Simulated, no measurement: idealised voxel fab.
Presented below is a process module, voxel released beams.
This is section cut - it's 205 nm across, gridded in 5 nm square cells.
This document writes a cross-section as a grid whose cells are square, and gives it as bands, listed from the top down; one or more rows of cells form a band.
The band entry comprises the height of the band's top followed by the height of its bottom, expressed in nm, and subsequently the band's materials from left to right, each stated together with its width in nm. Where a single material is marked with the word "everywhere", that material fills the band from edge to edge. The word "empty" represents empty space.
Measure heights from 0. That's the level where, below it, the as-received wafer is all one material. The lowest band is bottomless and extends downward; write it as in "0 down".
Quick explanation for "30->40": the width changes in equal steps down the rows of cells, from the first number in the band's top row to the second number in its bottom row.
For the purposes of this document, the phrase "no change" attached to a step denotes that no cell within the cross-section was modified by that step.
If an empty space has no open way to the top and is at least 8 cells in size, "Completely sealed voids" lists it, written width x height at distance, where distance is measured from the left edge and every value is in nm.
Step line, after settings: the simulator's comment on this step.
A step line may carry the setting "overlay nm", which, for steps involving a mask, states the distance by which the mask lay to the right of its intended position; negative values denote displacement to the left.

[Listed below are the process steps as planned]
1 RECEIVE (material Si)
2 CONFORMAL_DEP (material SiN; thk nm 5)
3 DIRECTIONAL_DEP (material SiO2; thk nm 20)
4 MASKED_ETCH (tone open; mask id ANCHOR; width nm 45; etch materials SiO2; depth nm 20; overlay nm 0)
5 CONFORMAL_DEP (material W; thk nm 15)
6 DIRECTIONAL_DEP (material aC; thk nm 15)
7 PATTERN (tone cover; mask id BEAM; material resist; width nm 120; thk nm 35; overlay nm 0)
8 DIRECTIONAL_ETCH (etch materials aC; depth nm 15)
9 STRIP (etch materials resist)
10 DIRECTIONAL_ETCH (etch materials W; depth nm 15)
11 STRIP (etch materials aC)
12 STRIP (etch materials SiO2)

[Wafer cross-section on receipt, i.e. after step 1]
> 0 down = Si everywhere
> Completely sealed voids: none

[Below is the wafer in cross-section after the module was completed. It began from the starting point shown above and followed the plan shown above, except that one mistake was made while running it]
> 35 to 20 = empty: 40 | W: 20 | empty: 15 | W: 85 | empty: 45
> 20 to 15 = empty: 45 | W: 15 | empty: 15 | W: 15 | empty: 115
> 15 to 0 = empty: 45 | W: 45 | empty: 115
> 0 down = Si everywhere
> Completely sealed voids: none
In executing the process, a mistake was made relative to the plan: plan step 2 skipped
